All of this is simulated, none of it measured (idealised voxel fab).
process module | voxel transistor to metal
cross-section cut | 185 nm wide | cells 5 nm
A cross-section is a grid of square cells, given in bands from the top down. A band is one or more rows of cells.
Each band's line starts with the height of the band's top and of its bottom, in nm. Then come its materials from left to right, each with its width in nm. One material with "throughout" fills the band from edge to edge. "air" is empty space.
Height 0 is the level under which the wafer as received is all one material. The lowest band goes on downwards, as in "0 down".
A width such as "30 to 40" changes by the same amount from each row of cells to the next, from the band's top row to its bottom row.
"no change" after a step means that no cell of the cross-section changed.
closed voids: empty space of 8 cells or more with no open way to the top, each as width x height at its distance from the left edge, in nm
after a step's settings: what the simulator itself notes on the step
overlay nm, on a step with a mask: how far to the right of its planned place the mask lay; to the left if negative
Each pair below shows a cross-section before one step and the cross-section after it, down to the lowest band that changed. The line under each pair gives the step between them, with its settings. The pairs can come from different runs of this module on the same starting wafer, so a pair continues from the pair above only where its "before" says so.
before
  40 to 30: W throughout
  30 to 25: W 55 | TiN 30 | W 20 | TiN 30 | W 50
  25 to 20: TiN 60 | HfO2 20 | TiN 5 | W 20 | TiN 5 | HfO2 20 | TiN 55
  20 to 15: HfO2 65 | SiN 10 | HfO2 5 | TiN 5 | W 20 | TiN 5 | HfO2 5 | SiN 10 | HfO2 60
  15 to 10: SiO2 65 | SiN 10 | HfO2 5 | TiN 5 | W 20 | TiN 5 | HfO2 5 | SiN 10 | SiO2 60
  10 to 0: SiO2 45 | SiGe 20 | SiN 10 | HfO2 5 | TiN 5 | W 20 | TiN 5 | HfO2 5 | SiN 10 | SiGe 20 | SiO2 40
  0 to -5: SiO2 45 | SiGe 20 | SiN 10 | HfO2 5 | TiN 30 | HfO2 5 | SiN 10 | SiGe 20 | SiO2 40
  -5 to -10: SiO2 35 | SiGe 30 | SiO2 5 | HfO2 50 | SiO2 5 | SiGe 25 | SiO2 35
  -10 to -25: SiO2 40 | SiGe 25 | Si 60 | SiGe 20 | SiO2 40
  -25 to -30: SiO2 40 | Si 105 | SiO2 40
  -30 down: Si throughout
  closed voids: none
after
  15 to 10: SiO2 65 | SiN 10 | HfO2 5 | TiN 5 | W 20 | TiN 5 | HfO2 5 | SiN 10 | SiO2 60
  below 10: unchanged
  closed voids: none
the step between: op CMP | height nm 15
before: the cross-section after the pair above
after
  25 to 15: SiO2 throughout
  below 15: unchanged
  closed voids: none
the step between: op DIRECTIONAL_DEP | material SiO2 | thk nm 10
before: the cross-section after the pair above
after
  45 to 25: resist 40 | air 20 | resist 65 | air 20 | resist 40
  below 25: unchanged
  closed voids: none
the step between: op PATTERN | tone open | mask id CONTACT | material resist | width nm 20 | pitch nm 85 | thk nm 20 | overlay nm 0
before: the cross-section after the pair above
after
  45 to 25: resist 40 | air 20 | resist 65 | air 20 | resist 40
  25 to 15: SiO2 40 | air 20 | SiO2 65 | air 20 | SiO2 40
  15 to 10: SiO2 40 | air 20 | SiO2 5 | SiN 10 | HfO2 5 | TiN 5 | W 20 | TiN 5 | HfO2 5 | SiN 10 | air 20 | SiO2 40
  10 to 0: SiO2 40 | air 5 | SiGe 20 | SiN 10 | HfO2 5 | TiN 5 | W 20 | TiN 5 | HfO2 5 | SiN 10 | SiGe 20 | SiO2 40
  0 to -5: SiO2 40 | air 5 | SiGe 20 | SiN 10 | HfO2 5 | TiN 30 | HfO2 5 | SiN 10 | SiGe 20 | SiO2 40
  below -5: unchanged
  closed voids: none
the step between: op DIRECTIONAL_ETCH | etch materials SiO2 | depth nm 30
before: the cross-section after the pair above
after
  25 to 15: SiO2 40 | air 20 | SiO2 65 | air 20 | SiO2 40
  below 15: unchanged
  closed voids: none
the step between: op STRIP | etch materials resist
before: the cross-section after the pair above
after
  30 to 25: TiN 45 | air 10 | TiN 75 | air 10 | TiN 45
  25 to 15: SiO2 40 | TiN 5 | air 10 | TiN 5 | SiO2 65 | TiN 5 | air 10 | TiN 5 | SiO2 40
  15 to 10: SiO2 40 | TiN 20 | SiO2 5 | SiN 10 | HfO2 5 | TiN 5 | W 20 | TiN 5 | HfO2 5 | SiN 10 | TiN 20 | SiO2 40
  10 to 0: SiO2 40 | TiN 5 | SiGe 20 | SiN 10 | HfO2 5 | TiN 5 | W 20 | TiN 5 | HfO2 5 | SiN 10 | SiGe 20 | SiO2 40
  0 to -5: SiO2 40 | TiN 5 | SiGe 20 | SiN 10 | HfO2 5 | TiN 30 | HfO2 5 | SiN 10 | SiGe 20 | SiO2 40
  below -5: unchanged
  closed voids: none
the step between: op CONFORMAL_DEP | material TiN | thk nm 5
before: the cross-section after the pair above
after
  40 to 30: W throughout
  30 to 25: TiN 45 | W 10 | TiN 75 | W 10 | TiN 45
  25 to 15: SiO2 40 | TiN 5 | W 10 | TiN 5 | SiO2 65 | TiN 5 | W 10 | TiN 5 | SiO2 40
  below 15: unchanged
  closed voids: none
the step between: op FILL_DEP | material W | thk nm 10
before: the cross-section after the pair above
after
  25 to 15: SiO2 40 | TiN 5 | W 10 | TiN 5 | SiO2 65 | TiN 5 | W 10 | TiN 5 | SiO2 40
  below 15: unchanged
  closed voids: none
the step between: op CMP | height nm 25
before: the cross-section after the pair above
after
  30 to 25: TiN throughout
  below 25: unchanged
  closed voids: none
the step between: op DIRECTIONAL_DEP | material TiN | thk nm 5
before: the cross-section after the pair above
after
  45 to 30: Ru throughout
  below 30: unchanged
  closed voids: none
the step between: op DIRECTIONAL_DEP | material Ru | thk nm 15
before: the cross-section after the pair above
after
  60 to 45: air 40 | resist 20 | air 65 | resist 20 | air 40
  below 45: unchanged
  closed voids: none
the step between: op PATTERN | tone cover | mask id METAL_1 | material resist | width nm 20 | pitch nm 85 | thk nm 15 | overlay nm 0
before: the cross-section after the pair above
after
  60 to 45: air 40 | resist 20 | air 65 | resist 20 | air 40
  45 to 30: air 40 | Ru 20 | air 65 | Ru 20 | air 40
  below 30: unchanged
  closed voids: none
the step between: op DIRECTIONAL_ETCH | etch materials Ru | depth nm 15
before: the cross-section after the pair above
after
  60 to 45: air 40 | resist 20 | air 65 | resist 20 | air 40
  45 to 30: air 40 | Ru 20 | air 65 | Ru 20 | air 40
  30 to 25: air 40 | TiN 20 | air 65 | TiN 20 | air 40
  below 25: unchanged
  closed voids: none
the step between: op DIRECTIONAL_ETCH | etch materials TiN | depth nm 5
before: the cross-section after the pair above
after
  45 to 30: air 40 | Ru 20 | air 65 | Ru 20 | air 40
  below 30: unchanged
  closed voids: none
the step between: op STRIP | etch materials resist
before: the cross-section after the pair above
after
  50 to 45: air 35 | SiCN 30 | air 55 | SiCN 30 | air 35
  45 to 30: air 35 | SiCN 5 | Ru 20 | SiCN 5 | air 55 | SiCN 5 | Ru 20 | SiCN 5 | air 35
  30 to 25: SiCN 40 | TiN 20 | SiCN 65 | TiN 20 | SiCN 40
  below 25: unchanged
  closed voids: none
the step between: op CONFORMAL_DEP | material SiCN | thk nm 5
before: the cross-section after the pair above
after
  55 to 50: lowk throughout
  50 to 45: lowk 35 | SiCN 30 | lowk 55 | SiCN 30 | lowk 35
  45 to 30: lowk 35 | SiCN 5 | Ru 20 | SiCN 5 | lowk 55 | SiCN 5 | Ru 20 | SiCN 5 | lowk 35
  below 30: unchanged
  closed voids: none
the step between: op FILL_DEP | material lowk | thk nm 5
before: the cross-section after the pair above
after
  45 to 30: lowk 35 | SiCN 5 | Ru 20 | SiCN 5 | lowk 55 | SiCN 5 | Ru 20 | SiCN 5 | lowk 35
  below 30: unchanged
  closed voids: none
the step between: op CMP | height nm 45
before: the cross-section after the pair above
after
  50 to 45: SiCN throughout
  below 45: unchanged
  closed voids: none
the step between: op CONFORMAL_DEP | material SiCN | thk nm 5
before: the cross-section after the pair above
after
  85 to 50: lowk throughout
  below 50: unchanged
  closed voids: none
the step between: op DIRECTIONAL_DEP | material lowk | thk nm 35
before: the cross-section after the pair above
after
  85 to 50: lowk 40 | air 15 | lowk 70 | air 15 | lowk 45
  below 50: unchanged
  closed voids: none
the step between: op MASKED_ETCH | tone open | mask id METAL_2_HOLES | width nm 15 | pitch nm 85 | etch materials lowk | depth nm 35 | overlay nm 0
before: the cross-section after the pair above
after
  100 to 85: resist 40 | air 20 | resist 65 | air 20 | resist 40
  below 85: unchanged
  closed voids: none
the step between: op PATTERN | tone open | mask id METAL_2 | material resist | width nm 20 | pitch nm 85 | thk nm 15 | overlay nm 0
before: the cross-section after the pair above
after
  100 to 85: resist 40 | air 20 | resist 65 | air 20 | resist 40
  85 to 65: lowk 40 | air 20 | lowk 65 | air 20 | lowk 40
  below 65: unchanged
  closed voids: none
the step between: op DIRECTIONAL_ETCH | etch materials lowk | depth nm 20
before: the cross-section after the pair above
after
  100 to 85: resist 40 | air 20 | resist 65 | air 20 | resist 40
  85 to 65: lowk 40 | air 20 | lowk 65 | air 20 | lowk 40
  65 to 50: lowk 40 | air 15 | lowk 70 | air 15 | lowk 45
  50 to 45: SiCN 40 | air 15 | SiCN 70 | air 15 | SiCN 45
  below 45: unchanged
  closed voids: none
the step between: op DIRECTIONAL_ETCH | etch materials SiCN | depth nm 5
before: the cross-section after the pair above
after
  85 to 65: lowk 40 | air 20 | lowk 65 | air 20 | lowk 40
  below 65: unchanged
  closed voids: none
the step between: op STRIP | etch materials resist
before: the cross-section after the pair above
after
  90 to 85: TiN 45 | air 10 | TiN 75 | air 10 | TiN 45
  85 to 70: lowk 40 | TiN 5 | air 10 | TiN 5 | lowk 65 | TiN 5 | air 10 | TiN 5 | lowk 40
  70 to 65: lowk 40 | TiN 5 | air 5 | TiN 10 | lowk 65 | TiN 5 | air 5 | TiN 10 | lowk 40
  65 to 50: lowk 40 | TiN 5 | air 5 | TiN 5 | lowk 70 | TiN 5 | air 5 | TiN 5 | lowk 45
  50 to 45: SiCN 40 | TiN 15 | SiCN 70 | TiN 15 | SiCN 45
  below 45: unchanged
  closed voids: none
the step between: op CONFORMAL_DEP | material TiN | thk nm 5
before: the cross-section after the pair above
after
  95 to 90: Cu throughout
  90 to 85: TiN 45 | Cu 10 | TiN 75 | Cu 10 | TiN 45
  85 to 70: lowk 40 | TiN 5 | Cu 10 | TiN 5 | lowk 65 | TiN 5 | Cu 10 | TiN 5 | lowk 40
  70 to 65: lowk 40 | TiN 5 | Cu 5 | TiN 10 | lowk 65 | TiN 5 | Cu 5 | TiN 10 | lowk 40
  65 to 50: lowk 40 | TiN 5 | Cu 5 | TiN 5 | lowk 70 | TiN 5 | Cu 5 | TiN 5 | lowk 45
  below 50: unchanged
  closed voids: none
the step between: op FILL_DEP | material Cu | thk nm 5
before: the cross-section after the pair above
after
  85 to 70: lowk 40 | TiN 5 | Cu 10 | TiN 5 | lowk 65 | TiN 5 | Cu 10 | TiN 5 | lowk 40
  below 70: unchanged
  closed voids: none
the step between: op CMP | height nm 85
before: the cross-section after the pair above
after
  90 to 85: SiCN throughout
  below 85: unchanged
  closed voids: none
the step between: op CONFORMAL_DEP | material SiCN | thk nm 5
before
  35 to 20: SiCN throughout
  20 to -5: polySi throughout
  -5 to -10: SiO2 throughout
  -10 to -30: SiO2 40 | Si 105 | SiO2 40
  -30 down: Si throughout
  closed voids: none
after
  55 to 35: air 80 | resist 35 | air 70
  below 35: unchanged
  closed voids: none
the step between: op PATTERN | tone cover | mask id GATE | material resist | width nm 35 | thk nm 20 | overlay nm 5
before: the cross-section after the pair above
after
  55 to 35: air 80 | resist 35 | air 70
  35 to 20: air 80 | SiCN 35 | air 70
  below 20: unchanged
  closed voids: none
the step between: op DIRECTIONAL_ETCH | etch materials SiCN | depth nm 25
before: the cross-section after the pair above
after
  55 to 35: air 80 | resist 35 | air 70
  35 to 20: air 80 | SiCN 35 | air 70
  20 to -5: air 80 | polySi 35 | air 70
  below -5: unchanged
  closed voids: none
the step between: op DIRECTIONAL_ETCH | etch materials polySi | depth nm 35
before: the cross-section after the pair above
after
  35 to 20: air 80 | SiCN 35 | air 70
  below 20: unchanged
  closed voids: none
the step between: op STRIP | etch materials resist
before: the cross-section after the pair above
after
  45 to 35: air 70 | SiN 55 | air 60
  35 to 20: air 70 | SiN 10 | SiCN 35 | SiN 10 | air 60
  20 to 5: air 70 | SiN 10 | polySi 35 | SiN 10 | air 60
  5 to -5: SiN 80 | polySi 35 | SiN 70
  below -5: unchanged
  closed voids: none
the step between: op CONFORMAL_DEP | material SiN | thk nm 10
before: the cross-section after the pair above
after
  35 to 20: air 70 | SiN 10 | SiCN 35 | SiN 10 | air 60
  20 to -5: air 70 | SiN 10 | polySi 35 | SiN 10 | air 60
  below -5: unchanged
  closed voids: none
the step between: op DIRECTIONAL_ETCH | etch materials SiN | depth nm 10
before: the cross-section after the pair above
after
  35 to 20: air 70 | SiN 10 | SiCN 35 | SiN 10 | air 60
  20 to -5: air 70 | SiN 10 | polySi 35 | SiN 10 | air 60
  -5 to -10: air 70 | SiO2 55 | air 60
  below -10: unchanged
  closed voids: none
the step between: op DIRECTIONAL_ETCH | etch materials SiO2 | depth nm 5
before: the cross-section after the pair above
after
  35 to 20: air 70 | SiN 10 | SiCN 35 | SiN 10 | air 60
  20 to -5: air 70 | SiN 10 | polySi 35 | SiN 10 | air 60
  -5 to -10: air 70 | SiO2 55 | air 60
  -10 to -25: SiO2 40 | air 30 | Si 55 | air 20 | SiO2 40
  below -25: unchanged
  closed voids: none
the step between: op DIRECTIONAL_ETCH | etch materials Si | depth nm 15
before: the cross-section after the pair above
after
  35 to 20: air 70 | SiN 10 | SiCN 35 | SiN 10 | air 60
  20 to 10: air 70 | SiN 10 | polySi 35 | SiN 10 | air 60
  10 to -5: air 50 | SiGe 20 | SiN 10 | polySi 35 | SiN 10 | SiGe 20 | air 40
  -5 to -10: air 35 | SiGe 35 | SiO2 55 | SiGe 25 | air 35
  -10 to -25: SiO2 40 | SiGe 30 | Si 55 | SiGe 20 | SiO2 40
  below -25: unchanged
  closed voids: none
the step between: op EPI | material SiGe | thk nm 20
before: the cross-section after the pair above
after
  40 to 35: SiO2 throughout
  35 to 20: SiO2 70 | SiN 10 | SiCN 35 | SiN 10 | SiO2 60
  20 to 10: SiO2 70 | SiN 10 | polySi 35 | SiN 10 | SiO2 60
  10 to -5: SiO2 50 | SiGe 20 | SiN 10 | polySi 35 | SiN 10 | SiGe 20 | SiO2 40
  -5 to -10: SiO2 35 | SiGe 35 | SiO2 55 | SiGe 25 | SiO2 35
  below -10: unchanged
  closed voids: none
the step between: op FILL_DEP | material SiO2 | thk nm 5
before: the cross-section after the pair above
after
  20 to 10: SiO2 70 | SiN 10 | polySi 35 | SiN 10 | SiO2 60
  below 10: unchanged
  closed voids: none
the step between: op CMP | height nm 20
before: the cross-section after the pair above
after
  20 to 10: SiO2 70 | SiN 10 | air 35 | SiN 10 | SiO2 60
  10 to -5: SiO2 50 | SiGe 20 | SiN 10 | air 35 | SiN 10 | SiGe 20 | SiO2 40
  below -5: unchanged
  closed voids: none
the step between: op STRIP | etch materials polySi
before: the cross-section after the pair above
after
  20 to 15: air 70 | SiN 10 | air 35 | SiN 10 | air 60
  15 to 10: SiO2 70 | SiN 10 | air 35 | SiN 10 | SiO2 60
  10 to -5: SiO2 50 | SiGe 20 | SiN 10 | air 35 | SiN 10 | SiGe 20 | SiO2 40
  -5 to -10: SiO2 35 | SiGe 35 | SiO2 5 | air 45 | SiO2 5 | SiGe 25 | SiO2 35
  below -10: unchanged
  closed voids: none
the step between: op SELECTIVE_ETCH | etch materials SiO2 | depth nm 5
before: the cross-section after the pair above
after
  25 to 20: air 65 | HfO2 20 | air 25 | HfO2 20 | air 55
  20 to 15: HfO2 70 | SiN 10 | HfO2 5 | air 25 | HfO2 5 | SiN 10 | HfO2 60
  15 to 10: SiO2 70 | SiN 10 | HfO2 5 | air 25 | HfO2 5 | SiN 10 | SiO2 60
  10 to -5: SiO2 50 | SiGe 20 | SiN 10 | HfO2 5 | air 25 | HfO2 5 | SiN 10 | SiGe 20 | SiO2 40
  -5 to -10: SiO2 35 | SiGe 35 | SiO2 5 | HfO2 45 | SiO2 5 | SiGe 25 | SiO2 35
  below -10: unchanged
  closed voids: none
the step between: op CONFORMAL_DEP | material HfO2 | thk nm 5
before: the cross-section after the pair above
after
  30 to 25: air 60 | TiN 30 | air 15 | TiN 30 | air 50
  25 to 20: TiN 65 | HfO2 20 | TiN 5 | air 15 | TiN 5 | HfO2 20 | TiN 55
  20 to 15: HfO2 70 | SiN 10 | HfO2 5 | TiN 5 | air 15 | TiN 5 | HfO2 5 | SiN 10 | HfO2 60
  15 to 10: SiO2 70 | SiN 10 | HfO2 5 | TiN 5 | air 15 | TiN 5 | HfO2 5 | SiN 10 | SiO2 60
  10 to 0: SiO2 50 | SiGe 20 | SiN 10 | HfO2 5 | TiN 5 | air 15 | TiN 5 | HfO2 5 | SiN 10 | SiGe 20 | SiO2 40
  0 to -5: SiO2 50 | SiGe 20 | SiN 10 | HfO2 5 | TiN 25 | HfO2 5 | SiN 10 | SiGe 20 | SiO2 40
  below -5: unchanged
  closed voids: none
the step between: op CONFORMAL_DEP | material TiN | thk nm 5
before: the cross-section after the pair above
after
  40 to 30: W throughout
  30 to 25: W 60 | TiN 30 | W 15 | TiN 30 | W 50
  25 to 20: TiN 65 | HfO2 20 | TiN 5 | W 15 | TiN 5 | HfO2 20 | TiN 55
  20 to 15: HfO2 70 | SiN 10 | HfO2 5 | TiN 5 | W 15 | TiN 5 | HfO2 5 | SiN 10 | HfO2 60
  15 to 10: SiO2 70 | SiN 10 | HfO2 5 | TiN 5 | W 15 | TiN 5 | HfO2 5 | SiN 10 | SiO2 60
  10 to 0: SiO2 50 | SiGe 20 | SiN 10 | HfO2 5 | TiN 5 | W 15 | TiN 5 | HfO2 5 | SiN 10 | SiGe 20 | SiO2 40
  below 0: unchanged
  closed voids: none
the step between: op FILL_DEP | material W | thk nm 10
before: the cross-section after the pair above
after
  15 to 10: SiO2 70 | SiN 10 | HfO2 5 | TiN 5 | W 15 | TiN 5 | HfO2 5 | SiN 10 | SiO2 60
  below 10: unchanged
  closed voids: none
the step between: op CMP | height nm 15
before: the cross-section after the pair above
after
  25 to 15: SiO2 throughout
  below 15: unchanged
  closed voids: none
the step between: op DIRECTIONAL_DEP | material SiO2 | thk nm 10
before: the cross-section after the pair above
after
  45 to 25: resist 40 | air 20 | resist 65 | air 20 | resist 40
  below 25: unchanged
  closed voids: none
the step between: op PATTERN | tone open | mask id CONTACT | material resist | width nm 20 | pitch nm 85 | thk nm 20 | overlay nm 0
before: the cross-section after the pair above
after
  45 to 25: resist 40 | air 20 | resist 65 | air 20 | resist 40
  25 to 15: SiO2 40 | air 20 | SiO2 65 | air 20 | SiO2 40
  15 to 10: SiO2 40 | air 20 | SiO2 10 | SiN 10 | HfO2 5 | TiN 5 | W 15 | TiN 5 | HfO2 5 | SiN 10 | air 20 | SiO2 40
  10 to 0: SiO2 40 | air 10 | SiGe 20 | SiN 10 | HfO2 5 | TiN 5 | W 15 | TiN 5 | HfO2 5 | SiN 10 | SiGe 20 | SiO2 40
  0 to -5: SiO2 40 | air 10 | SiGe 20 | SiN 10 | HfO2 5 | TiN 25 | HfO2 5 | SiN 10 | SiGe 20 | SiO2 40
  below -5: unchanged
  closed voids: none
the step between: op DIRECTIONAL_ETCH | etch materials SiO2 | depth nm 30
before: the cross-section after the pair above
after
  25 to 15: SiO2 40 | air 20 | SiO2 65 | air 20 | SiO2 40
  below 15: unchanged
  closed voids: none
the step between: op STRIP | etch materials resist
before: the cross-section after the pair above
after
  30 to 25: TiN 45 | air 10 | TiN 75 | air 10 | TiN 45
  25 to 15: SiO2 40 | TiN 5 | air 10 | TiN 5 | SiO2 65 | TiN 5 | air 10 | TiN 5 | SiO2 40
  15 to 10: SiO2 40 | TiN 20 | SiO2 10 | SiN 10 | HfO2 5 | TiN 5 | W 15 | TiN 5 | HfO2 5 | SiN 10 | TiN 20 | SiO2 40
  10 to 0: SiO2 40 | TiN 10 | SiGe 20 | SiN 10 | HfO2 5 | TiN 5 | W 15 | TiN 5 | HfO2 5 | SiN 10 | SiGe 20 | SiO2 40
  0 to -5: SiO2 40 | TiN 10 | SiGe 20 | SiN 10 | HfO2 5 | TiN 25 | HfO2 5 | SiN 10 | SiGe 20 | SiO2 40
  below -5: unchanged
  closed voids: none
the step between: op CONFORMAL_DEP | material TiN | thk nm 5
before: the cross-section after the pair above
after
  40 to 30: W throughout
  30 to 25: TiN 45 | W 10 | TiN 75 | W 10 | TiN 45
  25 to 15: SiO2 40 | TiN 5 | W 10 | TiN 5 | SiO2 65 | TiN 5 | W 10 | TiN 5 | SiO2 40
  below 15: unchanged
  closed voids: none
the step between: op FILL_DEP | material W | thk nm 10
before: the cross-section after the pair above
after
  25 to 15: SiO2 40 | TiN 5 | W 10 | TiN 5 | SiO2 65 | TiN 5 | W 10 | TiN 5 | SiO2 40
  below 15: unchanged
  closed voids: none
the step between: op CMP | height nm 25
before: the cross-section after the pair above
after
  30 to 25: TiN throughout
  below 25: unchanged
  closed voids: none
the step between: op DIRECTIONAL_DEP | material TiN | thk nm 5
before: the cross-section after the pair above
after
  45 to 30: Ru throughout
  below 30: unchanged
  closed voids: none
the step between: op DIRECTIONAL_DEP | material Ru | thk nm 15
before: the cross-section after the pair above
after
  60 to 45: air 40 | resist 20 | air 65 | resist 20 | air 40
  below 45: unchanged
  closed voids: none
the step between: op PATTERN | tone cover | mask id METAL_1 | material resist | width nm 20 | pitch nm 85 | thk nm 15 | overlay nm 0
before: the cross-section after the pair above
after
  60 to 45: air 40 | resist 20 | air 65 | resist 20 | air 40
  45 to 30: air 40 | Ru 20 | air 65 | Ru 20 | air 40
  below 30: unchanged
  closed voids: none
the step between: op DIRECTIONAL_ETCH | etch materials Ru | depth nm 15
before: the cross-section after the pair above
after
  60 to 45: air 40 | resist 20 | air 65 | resist 20 | air 40
  45 to 30: air 40 | Ru 20 | air 65 | Ru 20 | air 40
  30 to 25: air 40 | TiN 20 | air 65 | TiN 20 | air 40
  below 25: unchanged
  closed voids: none
the step between: op DIRECTIONAL_ETCH | etch materials TiN | depth nm 5
before: the cross-section after the pair above
after
  45 to 30: air 40 | Ru 20 | air 65 | Ru 20 | air 40
  below 30: unchanged
  closed voids: none
the step between: op STRIP | etch materials resist
before: the cross-section after the pair above
after
  50 to 45: air 35 | SiCN 30 | air 55 | SiCN 30 | air 35
  45 to 30: air 35 | SiCN 5 | Ru 20 | SiCN 5 | air 55 | SiCN 5 | Ru 20 | SiCN 5 | air 35
  30 to 25: SiCN 40 | TiN 20 | SiCN 65 | TiN 20 | SiCN 40
  below 25: unchanged
  closed voids: none
the step between: op CONFORMAL_DEP | material SiCN | thk nm 5
before: the cross-section after the pair above
after
  55 to 50: lowk throughout
  50 to 45: lowk 35 | SiCN 30 | lowk 55 | SiCN 30 | lowk 35
  45 to 30: lowk 35 | SiCN 5 | Ru 20 | SiCN 5 | lowk 55 | SiCN 5 | Ru 20 | SiCN 5 | lowk 35
  below 30: unchanged
  closed voids: none
the step between: op FILL_DEP | material lowk | thk nm 5
before: the cross-section after the pair above
after
  45 to 30: lowk 35 | SiCN 5 | Ru 20 | SiCN 5 | lowk 55 | SiCN 5 | Ru 20 | SiCN 5 | lowk 35
  below 30: unchanged
  closed voids: none
the step between: op CMP | height nm 45
before: the cross-section after the pair above
after
  50 to 45: SiCN throughout
  below 45: unchanged
  closed voids: none
the step between: op CONFORMAL_DEP | material SiCN | thk nm 5
before: the cross-section after the pair above
after
  85 to 50: lowk throughout
  below 50: unchanged
  closed voids: none
the step between: op DIRECTIONAL_DEP | material lowk | thk nm 35
before: the cross-section after the pair above
after
  85 to 50: lowk 40 | air 15 | lowk 70 | air 15 | lowk 45
  below 50: unchanged
  closed voids: none
the step between: op MASKED_ETCH | tone open | mask id METAL_2_HOLES | width nm 15 | pitch nm 85 | etch materials lowk | depth nm 35 | overlay nm 0
before: the cross-section after the pair above
after
  100 to 85: resist 40 | air 20 | resist 65 | air 20 | resist 40
  below 85: unchanged
  closed voids: none
the step between: op PATTERN | tone open | mask id METAL_2 | material resist | width nm 20 | pitch nm 85 | thk nm 15 | overlay nm 0
before: the cross-section after the pair above
after
  100 to 85: resist 40 | air 20 | resist 65 | air 20 | resist 40
  85 to 65: lowk 40 | air 20 | lowk 65 | air 20 | lowk 40
  below 65: unchanged
  closed voids: none
the step between: op DIRECTIONAL_ETCH | etch materials lowk | depth nm 20
before: the cross-section after the pair above
after
  100 to 85: resist 40 | air 20 | resist 65 | air 20 | resist 40
  85 to 65: lowk 40 | air 20 | lowk 65 | air 20 | lowk 40
  65 to 50: lowk 40 | air 15 | lowk 70 | air 15 | lowk 45
  50 to 45: SiCN 40 | air 15 | SiCN 70 | air 15 | SiCN 45
  below 45: unchanged
  closed voids: none
the step between: op DIRECTIONAL_ETCH | etch materials SiCN | depth nm 5
before: the cross-section after the pair above
after
  85 to 65: lowk 40 | air 20 | lowk 65 | air 20 | lowk 40
  below 65: unchanged
  closed voids: none
the step between: op STRIP | etch materials resist
before: the cross-section after the pair above
after
  90 to 85: TiN 45 | air 10 | TiN 75 | air 10 | TiN 45
  85 to 70: lowk 40 | TiN 5 | air 10 | TiN 5 | lowk 65 | TiN 5 | air 10 | TiN 5 | lowk 40
  70 to 65: lowk 40 | TiN 5 | air 5 | TiN 10 | lowk 65 | TiN 5 | air 5 | TiN 10 | lowk 40
  65 to 50: lowk 40 | TiN 5 | air 5 | TiN 5 | lowk 70 | TiN 5 | air 5 | TiN 5 | lowk 45
  50 to 45: SiCN 40 | TiN 15 | SiCN 70 | TiN 15 | SiCN 45
  below 45: unchanged
  closed voids: none
the step between: op CONFORMAL_DEP | material TiN | thk nm 5
before: the cross-section after the pair above
after
  95 to 90: Cu throughout
  90 to 85: TiN 45 | Cu 10 | TiN 75 | Cu 10 | TiN 45
  85 to 70: lowk 40 | TiN 5 | Cu 10 | TiN 5 | lowk 65 | TiN 5 | Cu 10 | TiN 5 | lowk 40
  70 to 65: lowk 40 | TiN 5 | Cu 5 | TiN 10 | lowk 65 | TiN 5 | Cu 5 | TiN 10 | lowk 40
  65 to 50: lowk 40 | TiN 5 | Cu 5 | TiN 5 | lowk 70 | TiN 5 | Cu 5 | TiN 5 | lowk 45
  below 50: unchanged
  closed voids: none
the step between: op FILL_DEP | material Cu | thk nm 5
before: the cross-section after the pair above
after
  85 to 70: lowk 40 | TiN 5 | Cu 10 | TiN 5 | lowk 65 | TiN 5 | Cu 10 | TiN 5 | lowk 40
  below 70: unchanged
  closed voids: none
the step between: op CMP | height nm 85
before: the cross-section after the pair above
after
  90 to 85: SiCN throughout
  below 85: unchanged
  closed voids: none
the step between: op CONFORMAL_DEP | material SiCN | thk nm 5
before
  50 to 45: SiCN throughout
  45 to 30: lowk 35 | SiCN 5 | Ru 20 | SiCN 5 | lowk 55 | SiCN 5 | Ru 20 | SiCN 5 | lowk 35
  30 to 25: SiCN 40 | TiN 20 | SiCN 65 | TiN 20 | SiCN 40
  25 to 15: SiO2 40 | TiN 5 | W 10 | TiN 5 | SiO2 65 | TiN 5 | W 10 | TiN 5 | SiO2 40
  15 to 10: SiO2 40 | TiN 20 | SiO2 5 | SiN 10 | HfO2 5 | TiN 5 | W 15 | TiN 5 | HfO2 5 | SiN 10 | SiO2 5 | TiN 20 | SiO2 40
  10 to 0: SiO2 40 | TiN 5 | SiGe 20 | SiN 10 | HfO2 5 | TiN 5 | W 15 | TiN 5 | HfO2 5 | SiN 10 | SiGe 20 | TiN 5 | SiO2 40
  0 to -5: SiO2 40 | TiN 5 | SiGe 20 | SiN 10 | HfO2 5 | TiN 25 | HfO2 5 | SiN 10 | SiGe 20 | TiN 5 | SiO2 40
  -5 to -10: SiO2 35 | SiGe 30 | SiO2 5 | HfO2 45 | SiO2 5 | SiGe 30 | SiO2 35
  -10 to -25: SiO2 40 | SiGe 25 | Si 55 | SiGe 25 | SiO2 40
  -25 to -30: SiO2 40 | Si 105 | SiO2 40
  -30 down: Si throughout
  closed voids: none
after
  85 to 45: SiCN throughout
  below 45: unchanged
  closed voids: none
the step between: op DIRECTIONAL_DEP | material SiCN | thk nm 35
before: the cross-section after the pair above
after
  100 to 85: resist 40 | air 20 | resist 65 | air 20 | resist 40
  below 85: unchanged
  closed voids: none
the step between: op PATTERN | tone open | mask id METAL_2 | material resist | width nm 20 | pitch nm 85 | thk nm 15 | overlay nm 0
before: the cross-section after the pair above
after
  100 to 85: resist 40 | air 20 | resist 65 | air 20 | resist 40
  85 to 80: SiCN 40 | air 20 | SiCN 65 | air 20 | SiCN 40
  below 80: unchanged
  closed voids: none
the step between: op DIRECTIONAL_ETCH | etch materials SiCN | depth nm 5
before: the cross-section after the pair above
after
  85 to 80: SiCN 40 | air 20 | SiCN 65 | air 20 | SiCN 40
  below 80: unchanged
  closed voids: none
the step between: op STRIP | etch materials resist
before: the cross-section after the pair above
after
  90 to 85: TiN 45 | air 10 | TiN 75 | air 10 | TiN 45
  85 to 80: SiCN 40 | TiN 20 | SiCN 65 | TiN 20 | SiCN 40
  below 80: unchanged
  closed voids: none
the step between: op CONFORMAL_DEP | material TiN | thk nm 5
before: the cross-section after the pair above
after
  95 to 90: Cu throughout
  90 to 85: TiN 45 | Cu 10 | TiN 75 | Cu 10 | TiN 45
  below 85: unchanged
  closed voids: none
the step between: op FILL_DEP | material Cu | thk nm 5
before: the cross-section after the pair above
after
  85 to 80: SiCN 40 | TiN 20 | SiCN 65 | TiN 20 | SiCN 40
  below 80: unchanged
  closed voids: none
the step between: op CMP | height nm 85
before: the cross-section after the pair above
after
  90 to 85: SiCN throughout
  below 85: unchanged
  closed voids: none
the step between: op CONFORMAL_DEP | material SiCN | thk nm 5
before
  35 to 20: SiCN throughout
  20 to -5: polySi throughout
  -5 to -10: SiO2 throughout
  -10 to -30: SiO2 40 | Si 105 | SiO2 40
  -30 down: Si throughout
  closed voids: none
after
  55 to 35: resist 75 | air 35 | resist 75
  below 35: unchanged
  closed voids: none
the step between: op PATTERN | tone open | mask id GATE | material resist | width nm 35 | thk nm 20 | overlay nm 0
before: the cross-section after the pair above
after
  55 to 35: resist 75 | air 35 | resist 75
  35 to 20: SiCN 75 | air 35 | SiCN 75
  below 20: unchanged
  closed voids: none
the step between: op DIRECTIONAL_ETCH | etch materials SiCN | depth nm 25
